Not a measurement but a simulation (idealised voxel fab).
The process module presented herein is designated voxel trench capacitor.
FYI the section here is cut, 215 nm wide, cells are 5 nm squares.
Format of a cross-section: grid, square cells. Given as bands. Order: top down. Band: one or more rows of cells. It is stipulated that each band's entry specify, in nanometres, the height of the top of the band and then that of its bottom, followed by the materials of the band in left-to-right sequence, each together with its width in nanometres. A single material marked by the word "all across" is understood to fill the band from edge to edge; the word "blank" is understood to denote empty space. For the purposes of this specification, 0 denotes the height below which the wafer in its as-received condition is composed wholly of one material, and the lowermost band, lacking a lower limit, extends downward without end, as expressed in "0 -> down". Width: "30 to 40" (first number = top row, second number = bottom row, same change from row to row of cells). It should be understood that the words "nothing changed", when stated for a given step, signify that the cross-section underwent no change in any of its cells during that step. Listed in "Enclosed cavities": every empty space of 8 or more cells without an open way to the top. Form: width x height at distance, the distance being from the left edge, all in nm. What comes after the settings on a step's line is commentary from the simulator itself on that step. overlay nm: where the mask lay relative to plan, measured to the right, on steps with a mask; negatives go left.

**Set out below are the planned steps of the process**
1: RECEIVE [material Si]
2: CONFORMAL_DEP [material SiN] [thk nm 10]
3: DIRECTIONAL_DEP [material aC] [thk nm 15]
4: PATTERN [tone open] [mask id TRENCH] [material resist] [width nm 20] [pitch nm 50] [thk nm 30] [overlay nm 0]
5: DIRECTIONAL_ETCH [etch materials aC] [depth nm 15]
6: STRIP [etch materials resist]
7: DIRECTIONAL_ETCH [etch materials SiN] [depth nm 10]
8: DIRECTIONAL_ETCH [etch materials Si] [depth nm 35]
9: STRIP [etch materials aC]
10: CONFORMAL_DEP [material HfO2] [thk nm 5]
11: CONFORMAL_DEP [material TiN] [thk nm 5]
12: FILL_DEP [material W] [thk nm 10]
13: CMP [height nm 10]
Across this set of wafers, the varied parameter is the width nm of step 4. Starting conditions are identical for every wafer, and the plan reports the value assigned to the first wafer.

**Step 1 complete: as-received cross-section of the first of several wafers**
- 0 -> down: Si all across
- Enclosed cavities: none

**The figure below presents a cross-section of the first of several wafers at the conclusion of the module, following its last step, step 13**
- 10 -> 0: 20 SiN, then 5 HfO2, then 10 TiN, then 5 HfO2, then 30 SiN, then 5 HfO2, then 10 TiN, then 5 HfO2, then 30 SiN, then 5 HfO2, then 10 TiN, then 5 HfO2, then 30 SiN, then 5 HfO2, then 10 TiN, then 5 HfO2, then 25 SiN
- 0 -> -30: 20 Si, then 5 HfO2, then 10 TiN, then 5 HfO2, then 30 Si, then 5 HfO2, then 10 TiN, then 5 HfO2, then 30 Si, then 5 HfO2, then 10 TiN, then 5 HfO2, then 30 Si, then 5 HfO2, then 10 TiN, then 5 HfO2, then 25 Si
- -30 -> -35: 20 Si, then 20 HfO2, then 30 Si, then 20 HfO2, then 30 Si, then 20 HfO2, then 30 Si, then 20 HfO2, then 25 Si
- -35 -> down: Si all across
- Enclosed cavities: none

**Cross-sectional view of the final wafer of several at the module's end**
- 10 -> 0: 15 SiN, then 5 HfO2, then 5 TiN, then 15 W, then 5 TiN, then 5 HfO2, then 15 SiN, then 5 HfO2, then 5 TiN, then 15 W, then 5 TiN, then 5 HfO2, then 15 SiN, then 5 HfO2, then 5 TiN, then 15 W, then 5 TiN, then 5 HfO2, then 15 SiN, then 5 HfO2, then 5 TiN, then 15 W, then 5 TiN, then 5 HfO2, then 15 SiN
- 0 -> -25: 15 Si, then 5 HfO2, then 5 TiN, then 15 W, then 5 TiN, then 5 HfO2, then 15 Si, then 5 HfO2, then 5 TiN, then 15 W, then 5 TiN, then 5 HfO2, then 15 Si, then 5 HfO2, then 5 TiN, then 15 W, then 5 TiN, then 5 HfO2, then 15 Si, then 5 HfO2, then 5 TiN, then 15 W, then 5 TiN, then 5 HfO2, then 15 Si
- -25 -> -30: 15 Si, then 5 HfO2, then 25 TiN, then 5 HfO2, then 15 Si, then 5 HfO2, then 25 TiN, then 5 HfO2, then 15 Si, then 5 HfO2, then 25 TiN, then 5 HfO2, then 15 Si, then 5 HfO2, then 25 TiN, then 5 HfO2, then 15 Si
- -30 -> -35: 15 Si, then 35 HfO2, then 15 Si, then 35 HfO2, then 15 Si, then 35 HfO2, then 15 Si, then 35 HfO2, then 15 Si
- -35 -> down: Si all across
- Enclosed cavities: none

**Per wafer (row), end of module: delta in cells per material since receipt, (+) for gained, (-) for lost; closed voids after that**
width nm 20; +80 HfO2; -112 Si; +54 SiN; +64 TiN; Enclosed cavities: none
width nm 25; +84 HfO2; -140 Si; +46 SiN; +68 TiN; +28 W; Enclosed cavities: none
width nm 30; +88 HfO2; -168 Si; +38 SiN; +72 TiN; +56 W; Enclosed cavities: none
width nm 35; +92 HfO2; -196 Si; +30 SiN; +76 TiN; +84 W; Enclosed cavities: none
